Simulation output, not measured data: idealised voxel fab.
Process module heading - voxel self aligned vias
For reference, the cross-section in this document is cut, with width 170 nm and square cells of 5 nm.
A cross-section is written here as square cells arranged in a grid, and it is given in bands from the top down, each band taking up one or more rows of cells.
This entry defines a band. It first specifies the height of the band's top and the height of its bottom in nm, and then specifies the band's materials from left to right, stating each material with its width in nm. The word "edge to edge" identifies a single material that fills the band from edge to edge, while the word "air" identifies empty space.
Zero point of the height axis is 0; under it, received wafer = one material. Lowest band: continues down indefinitely, "z 0 and below".
Read "30 to 40" as a graded width: first number on top, second number at the bottom, same change between each pair of neighbouring rows.
The cross-section has no changed cell in any step marked "no modification".
"Closed void register" - sealed voids, min. 8 cells, no opening to top; format: width x height at distance (distance from left edge; nm throughout).
Past the settings on a step's line: simulator remark, on that step.
overlay nm: step with mask; distance mask lay right of planned place; negative value = left of planned place.
Planned process steps:
step 1: RECEIVE, material Si
step 2: CONFORMAL_DEP, material SiO2, thk nm 15
step 3: CONFORMAL_DEP, material SiCN, thk nm 5
step 4: DIRECTIONAL_DEP, material lowk, thk nm 30
step 5: DIRECTIONAL_DEP, material aC, thk nm 15
step 6: PATTERN, tone open, mask id LINES, material resist, width nm 30, pitch nm 60, thk nm 30, overlay nm 0
step 7: DIRECTIONAL_ETCH, etch materials aC, depth nm 15
step 8: STRIP, etch materials resist
step 9: DIRECTIONAL_ETCH, etch materials lowk, depth nm 30
step 10: STRIP, etch materials aC
step 11: CONFORMAL_DEP, material TiN, thk nm 5
step 12: FILL_DEP, material Ru, thk nm 5
step 13: CMP, height nm 50
step 14: SELECTIVE_ETCH, etch materials W Ru TiN, depth nm 5
step 15: FILL_DEP, material SiN, thk nm 5
step 16: CMP, height nm 50
step 17: DIRECTIONAL_DEP, material lowk, thk nm 20
step 18: DIRECTIONAL_DEP, material aC, thk nm 10
step 19: PATTERN, tone open, mask id VIAS, material resist, width nm 40, thk nm 25, overlay nm 0
step 20: DIRECTIONAL_ETCH, etch materials aC, depth nm 10
step 21: STRIP, etch materials resist
step 22: DIRECTIONAL_ETCH, etch materials lowk, depth nm 20
step 23: DIRECTIONAL_ETCH, etch materials SiN, depth nm 5
step 24: STRIP, etch materials aC
step 25: CONFORMAL_DEP, material TiN, thk nm 5
step 26: FILL_DEP, material W, thk nm 10
step 27: CMP, height nm 70
step 28: CONFORMAL_DEP, material SiN, thk nm 5
Step 1 complete: cross-section of the wafer as received:
> z 0 and below  Si edge to edge
> Closed void register: none
The following cross-section depicts the wafer upon conclusion of the module. Processing commenced from the starting condition illustrated above and adhered to the plan illustrated above, save for one mistake in execution:
> z 75 to 70  SiN edge to edge
> z 70 to 55  35 lowk, then 5 TiN, then 30 W, then 5 TiN, then 95 lowk
> z 55 to 50  35 lowk, then 40 TiN, then 95 lowk
> z 50 to 45  35 SiN, then 5 TiN, then 30 lowk, then 5 TiN, then 25 SiN, then 30 lowk, then 40 SiN
> z 45 to 25  35 Ru, then 5 TiN, then 30 lowk, then 5 TiN, then 20 Ru, then 5 TiN, then 30 lowk, then 5 TiN, then 35 Ru
> z 25 to 20  40 TiN, then 30 lowk, then 30 TiN, then 30 lowk, then 40 TiN
> z 20 to 15  SiCN edge to edge
> z 15 to 0  SiO2 edge to edge
> z 0 and below  Si edge to edge
> Closed void register: none
Misprocessing identified: the process deviated at step 6: the operation and settings actually run there were PATTERN, tone cover, mask id LINES, material resist, width nm 30, pitch nm 60, thk nm 30, overlay nm 0
